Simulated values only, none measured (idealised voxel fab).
Proc. module: voxel double patterning
We display cut, a cross-section 295 nm in width whose square cells are each 5 nm.
Think of the cross-section as a grid of square cells. We describe it in bands, top to bottom, and each band covers one or more rows of those cells.
Heads up on the band format: heights come first, top then bottom, in nm. After that it's the materials left to right, each with its width in nm. A single material flagged "throughout" fills the whole band edge to edge, and "blank" means there's empty space there.
Heights from 0 (as-received wafer is one material below). Bottom band endless downward, as "from 0 down".
When a width is written as two numbers, as in "30 to 40", the first number is the width in the top row of cells of the band and the second is the width in its bottom row, and the width changes by the same amount from each row to the next.
"no alteration" (step): cross-section cells unchanged, all of them.
"Internal closed voids" contains a list of empty spaces, each no smaller than 8 cells and without an open way to the top, written in the form width x height at distance with the distance from the left edge and all three in nm.
On each step's line, the part that comes after the settings is the simulator's own comment on the step.
"overlay nm" denotes, for a step that has a mask, the displacement of the mask to the right of its planned place, with negative values corresponding to the left.
# The process steps that were planned are listed below
1,RECEIVE, material Si
2,CONFORMAL_DEP, material SiO2, thk nm 5
3,DIRECTIONAL_DEP, material W, thk nm 20
4,DIRECTIONAL_DEP, material SiN, thk nm 10
5,MASKED_ETCH, tone open, mask id FIRST, width nm 15, pitch nm 50, etch materials SiN, depth nm 10, overlay nm 0
6,DIRECTIONAL_DEP, material aC, thk nm 10
7,PATTERN, tone open, mask id SECOND, material resist, width nm 15, pitch nm 50, thk nm 30, overlay nm 0
8,DIRECTIONAL_ETCH, etch materials aC, depth nm 10
9,STRIP, etch materials resist
10,DIRECTIONAL_ETCH, etch materials SiN, depth nm 10
11,STRIP, etch materials aC
12,DIRECTIONAL_ETCH, etch materials W, depth nm 20
13,STRIP, etch materials SiN
# Wafer as received: cross-section following step 1
* from 0 down: Si throughout
* Internal closed voids: none
# End-of-module cross-section. Starting structure and process plan as above; one mistake made in running it
* from 25 to 5: 90 of blank; 15 of W; 35 of blank; 15 of W; 35 of blank; 15 of W; 90 of blank
* from 5 to 0: SiO2 throughout
* from 0 down: Si throughout
* Internal closed voids: none
Want to know what went wrong? step 5 was not run as planned; what actually ran was MASKED_ETCH, tone cover, mask id FIRST, width nm 15, pitch nm 50, etch materials SiN, depth nm 10, overlay nm 0
